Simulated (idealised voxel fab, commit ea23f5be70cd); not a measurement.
The following process module bears the name voxel capacitor over wiring.
Square cells of 5 nm make up the cross-section cut, whose width is 210 nm.
A cross-section is written here as square cells arranged in a grid, and it is given in bands from the top down, each band taking up one or more rows of cells. Top, bottom (nm), then materials left to right with widths (nm); lone material tagged "edge to edge" fills the whole band edge to edge; "air" = empty space. Heads up on the height convention: 0 is the point under which the incoming wafer is all one material, and the lowest band has no bottom, it just keeps going down, like "0 nm and below". A width such as "30 to 40" changes by the same amount from each row of cells to the next, from the band's top row to its bottom row. The cross-section has no changed cell in any step marked "remained unchanged". What "Closed internal cavities" gives you is every empty space of 8 cells or more that is cut off from the top. Each appears as width x height at distance, with the distance taken from the left edge and width, height and distance all in nm. after a step's settings: what the simulator itself notes on the step. Regarding "overlay nm": on a step with a mask, it is the distance the mask lay to the right of its planned place; a negative value places it to the left.
These are the steps we planned for the process
1,RECEIVE [material Si]
2,CONFORMAL_DEP [material SiO2] [thk nm 10]
3,CONFORMAL_DEP [material SiCN] [thk nm 5]
4,DIRECTIONAL_DEP [material lowk] [thk nm 15]
5,MASKED_ETCH [tone open] [mask id METAL_1] [width nm 30] [pitch nm 95] [etch materials lowk] [depth nm 15] [overlay nm 0]
6,MASKED_ETCH [tone open] [mask id METAL_1] [width nm 30] [pitch nm 95] [etch materials SiCN] [depth nm 5] [overlay nm 0]
7,CONFORMAL_DEP [material TiN] [thk nm 5]
8,FILL_DEP [material Ru] [thk nm 5]
9,CMP [height nm 30]
10,CONFORMAL_DEP [material SiCN] [thk nm 5]
11,DIRECTIONAL_DEP [material lowk] [thk nm 15]
12,PATTERN [tone open] [mask id PLUG_1] [material resist] [width nm 15] [thk nm 15] [overlay nm 0]
13,DIRECTIONAL_ETCH [etch materials lowk] [depth nm 15]
14,DIRECTIONAL_ETCH [etch materials SiCN] [depth nm 5]
15,STRIP [etch materials resist]
16,CONFORMAL_DEP [material TiN] [thk nm 5]
17,FILL_DEP [material Ru] [thk nm 10]
18,CMP [height nm 50]
19,DIRECTIONAL_DEP [material TiN] [thk nm 5]
20,DIRECTIONAL_DEP [material Al2O3] [thk nm 5]
21,DIRECTIONAL_DEP [material TiN] [thk nm 5]
22,PATTERN [tone cover] [mask id UPPER_PLATE] [material resist] [width nm 70] [thk nm 20] [overlay nm 0]
23,DIRECTIONAL_ETCH [etch materials TiN] [depth nm 5]
24,DIRECTIONAL_ETCH [etch materials Al2O3] [depth nm 5]
25,STRIP [etch materials resist]
26,MASKED_ETCH [tone cover] [mask id LOWER_PLATE] [width nm 80] [etch materials TiN] [depth nm 5] [overlay nm 0]
27,FILL_DEP [material SiO2] [thk nm 15]
28,CMP [height nm 75]
29,MASKED_ETCH [tone open] [mask id PLUG_2] [width nm 15] [etch materials SiO2] [depth nm 10] [overlay nm 0]
30,CONFORMAL_DEP [material TiN] [thk nm 5]
31,FILL_DEP [material W] [thk nm 10]
32,CMP [height nm 75]
33,CONFORMAL_DEP [material SiCN] [thk nm 5]
Cross-section of the wafer at receipt, which is the condition after step 1
  0 nm and below = Si edge to edge
  Closed internal cavities: none
a wafer at the end: this start, this plan, one mistake
  80 nm to 75 nm = SiCN edge to edge
  75 nm to 70 nm = SiO2 (65), TiN (5), W (5), TiN (5), SiO2 (130)
  70 nm to 60 nm = SiO2 (65 to 55), TiN (15 to 70), SiO2 (130 to 85)
  60 nm to 55 nm = SiO2 (55), Al2O3 (70), SiO2 (85)
  55 nm to 50 nm = SiO2 (50), TiN (80), SiO2 (80)
  50 nm to 35 nm = lowk (55), TiN (5), Ru (5), TiN (5), lowk (140)
  35 nm to 30 nm = SiCN (55), TiN (15), SiCN (140)
  30 nm to 15 nm = lowk (40), TiN (5), Ru (20), TiN (5), lowk (65), TiN (5), Ru (20), TiN (5), lowk (45)
  15 nm to 10 nm = SiCN (40), TiN (30), SiCN (65), TiN (30), SiCN (45)
  10 nm to 0 nm = Al2O3 edge to edge
  0 nm and below = Si edge to edge
  Closed internal cavities: none
Here's what went sideways: step 2 ran differently from the plan; actual operation with settings: CONFORMAL_DEP [material Al2O3] [thk nm 10]
